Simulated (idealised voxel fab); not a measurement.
Proc. module: voxel wiring stack
Square cells of 5 nm make up the cross-section cut, whose width is 250 nm.
Bands, listed from the top down, are how a cross-section gets written in this document; the cross-section itself is a grid of square cells, and a band is one or more rows of them.
Band entry format. Leading values: height of top, height of bottom, nm. Remainder: materials in left-to-right order, each with its width in nm. Special words: "everywhere" on a single material, which then fills the band edge to edge; "blank", empty space.
All heights in this document are referenced to 0, defined as the level beneath which the wafer, as received, consists entirely of one material. The lowest band is not bounded below; it extends indefinitely downward and is written in the form "0 down".
You'd read "30..40" like this: the band's top row of cells is as wide as the first number, its bottom row is as wide as the second, and going down, every row changes width by the same amount as the row before did.
Given "same as before" for a step, no cell of the cross-section differs between before and after that step.
Entry "Closed empty spaces". Content: empty spaces with no open connection to the top, size 8 cells or greater. Each: width x height at distance. Distance: from left edge. Unit: nm.
Post-settings text on a step line: simulator's own remark regarding the step.
overlay nm: mask right of planned place by this much (step with mask). Neg. = left.

# Here's what the planned process steps look like
1. RECEIVE, material Si
2. CONFORMAL_DEP, material SiO2, thk nm 15
3. CONFORMAL_DEP, material SiN, thk nm 5
4. DIRECTIONAL_DEP, material lowk, thk nm 25
5. DIRECTIONAL_DEP, material aC, thk nm 10
6. PATTERN, tone open, mask id METAL_1, material resist, width nm 25, pitch nm 45, thk nm 25, overlay nm 0
7. DIRECTIONAL_ETCH, etch materials aC, depth nm 10
8. STRIP, etch materials resist
9. DIRECTIONAL_ETCH, etch materials lowk, depth nm 25
10. DIRECTIONAL_ETCH, etch materials SiN, depth nm 5
11. STRIP, etch materials aC
12. CONFORMAL_DEP, material TiN, thk nm 5
13. FILL_DEP, material W, thk nm 10
14. CMP, height nm 45
15. CONFORMAL_DEP, material SiCN, thk nm 5
16. DIRECTIONAL_DEP, material lowk, thk nm 20
17. MASKED_ETCH, tone open, mask id PLUG_1, width nm 15, pitch nm 90, etch materials lowk, depth nm 20, overlay nm 0
18. MASKED_ETCH, tone open, mask id PLUG_1, width nm 15, pitch nm 90, etch materials SiCN, depth nm 5, overlay nm 0
19. EPI, material Ru, thk nm 10
20. EPI, material Ru, thk nm 10
21. EPI, material Ru, thk nm 5
22. CONFORMAL_DEP, material SiN, thk nm 5
23. DIRECTIONAL_DEP, material lowk, thk nm 25
24. MASKED_ETCH, tone open, mask id METAL_2, width nm 25, pitch nm 45, etch materials lowk, depth nm 25, overlay nm 0
25. MASKED_ETCH, tone open, mask id METAL_2, width nm 25, pitch nm 45, etch materials SiN, depth nm 5, overlay nm 0
26. CONFORMAL_DEP, material TiN, thk nm 5
27. FILL_DEP, material Ru, thk nm 10
28. CMP, height nm 100
29. CONFORMAL_DEP, material SiCN, thk nm 5
30. DIRECTIONAL_DEP, material lowk, thk nm 10
31. PATTERN, tone open, mask id PLUG_2, material resist, width nm 15, pitch nm 45, thk nm 20, overlay nm 0
32. DIRECTIONAL_ETCH, etch materials lowk, depth nm 10
33. DIRECTIONAL_ETCH, etch materials SiCN, depth nm 5
34. STRIP, etch materials resist
35. CONFORMAL_DEP, material TiN, thk nm 5
36. FILL_DEP, material W, thk nm 10
37. CMP, height nm 115
38. DIRECTIONAL_DEP, material TiN, thk nm 5
39. DIRECTIONAL_DEP, material W, thk nm 15
40. DIRECTIONAL_DEP, material aC, thk nm 10
41. PATTERN, tone cover, mask id METAL_3, material resist, width nm 25, pitch nm 45, thk nm 30, overlay nm 0
42. DIRECTIONAL_ETCH, etch materials aC, depth nm 10
43. STRIP, etch materials resist
44. DIRECTIONAL_ETCH, etch materials W, depth nm 15
45. DIRECTIONAL_ETCH, etch materials TiN, depth nm 5
46. STRIP, etch materials aC
47. FILL_DEP, material lowk, thk nm 10
48. CMP, height nm 135
49. CONFORMAL_DEP, material SiN, thk nm 5

# As received (post step 1): cross-section
> 0 down = Si everywhere
> Closed empty spaces: none

# Module complete - cross-section of the first of two wafers, run according to plan
> 140 to 135 = SiN everywhere
> 135 to 120 = lowk: 45, then W: 25, then lowk: 20, then W: 25, then lowk: 20, then W: 25, then lowk: 20, then W: 25, then lowk: 45
> 120 to 115 = lowk: 45, then TiN: 25, then lowk: 20, then TiN: 25, then lowk: 20, then TiN: 25, then lowk: 20, then TiN: 25, then lowk: 45
> 115 to 105 = lowk: 45, then TiN: 5, then W: 5, then TiN: 5, then lowk: 30, then TiN: 5, then W: 5, then TiN: 5, then lowk: 30, then TiN: 5, then W: 5, then TiN: 5, then lowk: 30, then TiN: 5, then W: 5, then TiN: 5, then lowk: 55
> 105 to 100 = SiCN: 45, then TiN: 15, then SiCN: 30, then TiN: 15, then SiCN: 30, then TiN: 15, then SiCN: 30, then TiN: 15, then SiCN: 55
> 100 to 75 = lowk: 45, then TiN: 5, then Ru: 15, then TiN: 5, then lowk: 20, then TiN: 5, then Ru: 15, then TiN: 5, then lowk: 20, then TiN: 5, then Ru: 15, then TiN: 5, then lowk: 20, then TiN: 5, then Ru: 15, then TiN: 5, then lowk: 45
> 75 to 70 = SiN: 45, then TiN: 25, then SiN: 20, then TiN: 25, then SiN: 20, then TiN: 25, then SiN: 20, then TiN: 25, then SiN: 45
> 70 to 50 = lowk: 45, then Ru: 15, then lowk: 75, then Ru: 15, then lowk: 100
> 50 to 45 = SiCN: 45, then Ru: 15, then SiCN: 75, then Ru: 15, then SiCN: 100
> 45 to 20 = lowk: 45, then TiN: 5, then W: 15, then TiN: 5, then lowk: 20, then TiN: 5, then W: 15, then TiN: 5, then lowk: 20, then TiN: 5, then W: 15, then TiN: 5, then lowk: 20, then TiN: 5, then W: 15, then TiN: 5, then lowk: 45
> 20 to 15 = SiN: 45, then TiN: 25, then SiN: 20, then TiN: 25, then SiN: 20, then TiN: 25, then SiN: 20, then TiN: 25, then SiN: 45
> 15 to 0 = SiO2 everywhere
> 0 down = Si everywhere
> Closed empty spaces: none

# Second of two wafers, module complete, sectioned: it shares the first wafer's start and plan but was run with one mistake
> 140 to 135 = SiN everywhere
> 135 to 120 = lowk: 45, then W: 25, then lowk: 20, then W: 25, then lowk: 20, then W: 25, then lowk: 20, then W: 25, then lowk: 45
> 120 to 115 = lowk: 45, then TiN: 25, then lowk: 20, then TiN: 25, then lowk: 20, then TiN: 25, then lowk: 20, then TiN: 25, then lowk: 45
> 115 to 105 = lowk: 45, then TiN: 5, then W: 5, then TiN: 5, then lowk: 30, then TiN: 5, then W: 5, then TiN: 5, then lowk: 30, then TiN: 5, then W: 5, then TiN: 5, then lowk: 30, then TiN: 5, then W: 5, then TiN: 5, then lowk: 55
> 105 to 100 = SiCN: 45, then TiN: 15, then SiCN: 30, then TiN: 15, then SiCN: 30, then TiN: 15, then SiCN: 30, then TiN: 15, then SiCN: 55
> 100 to 75 = lowk: 45, then TiN: 5, then Ru: 15, then TiN: 5, then lowk: 20, then TiN: 5, then Ru: 15, then TiN: 5, then lowk: 20, then TiN: 5, then Ru: 15, then TiN: 5, then lowk: 20, then TiN: 5, then Ru: 15, then TiN: 5, then lowk: 45
> 75 to 70 = SiN: 45, then TiN: 25, then SiN: 20, then TiN: 25, then SiN: 20, then TiN: 25, then SiN: 20, then TiN: 25, then SiN: 45
> 70 to 50 = lowk: 45, then Ru: 15, then lowk: 75, then Ru: 15, then lowk: 100
> 50 to 45 = SiCN: 45, then Ru: 15, then SiCN: 75, then Ru: 15, then SiCN: 100
> 45 to 35 = W everywhere
> 35 to 30 = TiN: 50, then W: 15, then TiN: 30, then W: 15, then TiN: 30, then W: 15, then TiN: 30, then W: 15, then TiN: 50
> 30 to 5 = lowk: 45, then TiN: 5, then W: 15, then TiN: 5, then lowk: 20, then TiN: 5, then W: 15, then TiN: 5, then lowk: 20, then TiN: 5, then W: 15, then TiN: 5, then lowk: 20, then TiN: 5, then W: 15, then TiN: 5, then lowk: 45
> 5 to 0 = SiN: 45, then TiN: 25, then SiN: 20, then TiN: 25, then SiN: 20, then TiN: 25, then SiN: 20, then TiN: 25, then SiN: 45
> 0 down = Si everywhere
> Closed empty spaces: none
Against the plan, the run slipped here: not run: step 2 of the plan (skipped)
At the finish, the second wafer shows more or fewer cells for some materials than the first does: -150 SiO2; +38 TiN; +112 W
